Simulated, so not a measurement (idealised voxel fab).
A process module follows: voxel self aligned contacts.
It is cross-section cut that appears here, measuring 280 nm in width, its square cells being 5 nm in size.
In this document a cross-section is written as a grid of square cells. It is given as a series of bands, listed from the top down, and a band is one or more rows of cells. Band: top height; bottom height; in nm. Then, left to right: material with width in nm, for each material. "all across": a single material spanning edge to edge. "blank": empty space. Heights are measured from 0, the level below which the as-received wafer is all one material; the lowest band has no bottom and continues downward, written as in "0 down". Quick explanation for "30->40": the width changes in equal steps down the rows of cells, from the first number in the band's top row to the second number in its bottom row. "no alteration" for a step: no cell of the cross-section changed in that step. You'll see "Closed void listing" listing empty spaces that have no way open to the top, as long as they're 8 cells or more; the notation is width x height at distance, where the distance is from the left edge, and all of it is in nm. If you see something after the settings on a step's line, that's the simulator's own remark about that step. "overlay nm", when on a step's line for a step with a mask, measures how far to the right of its planned place the mask lay; a negative measure means to the left.

**These are the steps we planned for the process**
step 1: RECEIVE, material Si
step 2: CONFORMAL_DEP, material SiO2, thk nm 5
step 3: DIRECTIONAL_DEP, material polySi, thk nm 20
step 4: DIRECTIONAL_DEP, material SiN, thk nm 15
step 5: PATTERN, tone cover, mask id GATE, material resist, width nm 25, pitch nm 50, thk nm 20, overlay nm 0
step 6: DIRECTIONAL_ETCH, etch materials SiN, depth nm 15
step 7: DIRECTIONAL_ETCH, etch materials polySi, depth nm 20
step 8: STRIP, etch materials resist
step 9: CONFORMAL_DEP, material SiN, thk nm 5
step 10: DIRECTIONAL_ETCH, etch materials SiN, depth nm 5
step 11: FILL_DEP, material SiO2, thk nm 15
step 12: CMP, height nm 45
step 13: MASKED_ETCH, tone open, mask id CONTACT, width nm 35, etch materials SiO2, depth nm 45, overlay nm 0
step 14: CONFORMAL_DEP, material TiN, thk nm 5
step 15: FILL_DEP, material W, thk nm 10
step 16: CMP, height nm 45
step 17: CONFORMAL_DEP, material SiCN, thk nm 5

**The first wafer of two, processed as planned**

**Cross-section, incoming material, after step 1**
0 down  Si all across
Closed void listing: none

**Step 2 done - wafer cross-section**
5 to 0  SiO2 all across
Under 0: no change, same as before.

**Step 3 done - wafer cross-section**
25 to 5  polySi all across
Under 5: no change, same as before.

**Step 4 done - wafer cross-section**
40 to 25  SiN all across
Under 25: no change, same as before.

**Step 5 done - wafer cross-section**
60 to 40  blank=100; resist=25; blank=25; resist=25; blank=105
Under 40: no change, same as before.

**Step 6 done - wafer cross-section**
60 to 40  blank=100; resist=25; blank=25; resist=25; blank=105
40 to 25  blank=100; SiN=25; blank=25; SiN=25; blank=105
Under 25: no change, same as before.

**Step 7 done - wafer cross-section**
60 to 40  blank=100; resist=25; blank=25; resist=25; blank=105
40 to 25  blank=100; SiN=25; blank=25; SiN=25; blank=105
25 to 5  blank=100; polySi=25; blank=25; polySi=25; blank=105
Under 5: no change, same as before.

**Step 8 done - wafer cross-section**
40 to 25  blank=100; SiN=25; blank=25; SiN=25; blank=105
Under 25: no change, same as before.

**Step 9 done - wafer cross-section**
45 to 25  blank=95; SiN=35; blank=15; SiN=35; blank=100
25 to 10  blank=95; SiN=5; polySi=25; SiN=5; blank=15; SiN=5; polySi=25; SiN=5; blank=100
10 to 5  SiN=100; polySi=25; SiN=25; polySi=25; SiN=105
Under 5: no change, same as before.

**Step 10 done - wafer cross-section**
40 to 25  blank=95; SiN=35; blank=15; SiN=35; blank=100
25 to 5  blank=95; SiN=5; polySi=25; SiN=5; blank=15; SiN=5; polySi=25; SiN=5; blank=100
Under 5: no change, same as before.

**Step 11 done - wafer cross-section**
55 to 40  SiO2 all across
40 to 25  SiO2=95; SiN=35; SiO2=15; SiN=35; SiO2=100
25 to 5  SiO2=95; SiN=5; polySi=25; SiN=5; SiO2=15; SiN=5; polySi=25; SiN=5; SiO2=100
Under 5: no change, same as before.

**Step 12 done - wafer cross-section**
45 to 40  SiO2 all across
Under 40: no change, same as before.

**Step 13 done - wafer cross-section**
45 to 40  SiO2=120; blank=35; SiO2=125
40 to 25  SiO2=95; SiN=35; blank=15; SiN=35; SiO2=100
25 to 5  SiO2=95; SiN=5; polySi=25; SiN=5; blank=15; SiN=5; polySi=25; SiN=5; SiO2=100
5 to 0  SiO2=130; blank=15; SiO2=135
Under 0: no change, same as before.

**Step 14 done - wafer cross-section**
50 to 45  TiN=125; blank=25; TiN=130
45 to 40  SiO2=120; TiN=15; blank=5; TiN=15; SiO2=125
40 to 25  SiO2=95; SiN=35; TiN=5; blank=5; TiN=5; SiN=35; SiO2=100
25 to 5  SiO2=95; SiN=5; polySi=25; SiN=5; TiN=5; blank=5; TiN=5; SiN=5; polySi=25; SiN=5; SiO2=100
5 to 0  SiO2=130; TiN=15; SiO2=135
Under 0: no change, same as before.

**Step 15 done - wafer cross-section**
60 to 50  W all across
50 to 45  TiN=125; W=25; TiN=130
45 to 40  SiO2=120; TiN=15; W=5; TiN=15; SiO2=125
40 to 25  SiO2=95; SiN=35; TiN=5; W=5; TiN=5; SiN=35; SiO2=100
25 to 5  SiO2=95; SiN=5; polySi=25; SiN=5; TiN=5; W=5; TiN=5; SiN=5; polySi=25; SiN=5; SiO2=100
Under 5: no change, same as before.

**Step 16 done - wafer cross-section**
45 to 40  SiO2=120; TiN=15; W=5; TiN=15; SiO2=125
Under 40: no change, same as before.

**Step 17 done - wafer cross-section**
50 to 45  SiCN all across
Under 45: no change, same as before.

**Wafer two of the pair: same origin, same plan, one error during the run; identical to wafer one up to and including step 4**

**Second wafer cross-section, taken as of the time the plan sets for step 5 to be done**
60 to 40  blank=90; resist=25; blank=25; resist=25; blank=115
Under 40: no change, same as before.

**Second wafer cross-section, taken as of the time the plan sets for step 6 to be done**
60 to 40  blank=90; resist=25; blank=25; resist=25; blank=115
40 to 25  blank=90; SiN=25; blank=25; SiN=25; blank=115
Under 25: no change, same as before.

**Second wafer cross-section, taken as of the time the plan sets for step 7 to be done**
60 to 40  blank=90; resist=25; blank=25; resist=25; blank=115
40 to 25  blank=90; SiN=25; blank=25; SiN=25; blank=115
25 to 5  blank=90; polySi=25; blank=25; polySi=25; blank=115
Under 5: no change, same as before.

**Second wafer cross-section, taken as of the time the plan sets for step 8 to be done**
40 to 25  blank=90; SiN=25; blank=25; SiN=25; blank=115
Under 25: no change, same as before.

**Second wafer cross-section, taken as of the time the plan sets for step 9 to be done**
45 to 25  blank=85; SiN=35; blank=15; SiN=35; blank=110
25 to 10  blank=85; SiN=5; polySi=25; SiN=5; blank=15; SiN=5; polySi=25; SiN=5; blank=110
10 to 5  SiN=90; polySi=25; SiN=25; polySi=25; SiN=115
Under 5: no change, same as before.

**Second wafer cross-section, taken as of the time the plan sets for step 10 to be done**
40 to 25  blank=85; SiN=35; blank=15; SiN=35; blank=110
25 to 5  blank=85; SiN=5; polySi=25; SiN=5; blank=15; SiN=5; polySi=25; SiN=5; blank=110
Under 5: no change, same as before.

**Second wafer cross-section, taken as of the time the plan sets for step 11 to be done**
55 to 40  SiO2 all across
40 to 25  SiO2=85; SiN=35; SiO2=15; SiN=35; SiO2=110
25 to 5  SiO2=85; SiN=5; polySi=25; SiN=5; SiO2=15; SiN=5; polySi=25; SiN=5; SiO2=110
Under 5: no change, same as before.

**Second wafer cross-section, taken as of the time the plan sets for step 12 to be done**
45 to 40  SiO2 all across
Under 40: no change, same as before.

**Second wafer cross-section, taken as of the time the plan sets for step 13 to be done**
45 to 40  SiO2=120; blank=35; SiO2=125
40 to 25  SiO2=85; SiN=35; blank=15; SiN=35; SiO2=110
25 to 5  SiO2=85; SiN=5; polySi=25; SiN=5; blank=15; SiN=5; polySi=25; SiN=5; SiO2=110
5 to 0  SiO2=120; blank=15; SiO2=145
Under 0: no change, same as before.

**Second wafer cross-section, taken as of the time the plan sets for step 14 to be done**
50 to 45  TiN=125; blank=25; TiN=130
45 to 40  SiO2=120; TiN=5; blank=5; TiN=25; SiO2=125
40 to 25  SiO2=85; SiN=35; TiN=5; blank=5; TiN=5; SiN=35; SiO2=110
25 to 5  SiO2=85; SiN=5; polySi=25; SiN=5; TiN=5; blank=5; TiN=5; SiN=5; polySi=25; SiN=5; SiO2=110
5 to 0  SiO2=120; TiN=15; SiO2=145
Under 0: no change, same as before.

**Second wafer cross-section, taken as of the time the plan sets for step 15 to be done**
60 to 50  W all across
50 to 45  TiN=125; W=25; TiN=130
45 to 40  SiO2=120; TiN=5; W=5; TiN=25; SiO2=125
40 to 25  SiO2=85; SiN=35; TiN=5; W=5; TiN=5; SiN=35; SiO2=110
25 to 5  SiO2=85; SiN=5; polySi=25; SiN=5; TiN=5; W=5; TiN=5; SiN=5; polySi=25; SiN=5; SiO2=110
Under 5: no change, same as before.

**Second wafer cross-section, taken as of the time the plan sets for step 16 to be done**
45 to 40  SiO2=120; TiN=5; W=5; TiN=25; SiO2=125
Under 40: no change, same as before.

**Second wafer cross-section, taken as of the time the plan sets for step 17 to be done**
50 to 45  SiCN all across
Under 45: no change, same as before.
What broke from the plan during processing? step 5 was not run as planned; what actually ran was PATTERN, tone cover, mask id GATE, material resist, width nm 25, pitch nm 50, thk nm 20, overlay nm -10
Final state: per-material cell counts identical on both wafers; locations differ.
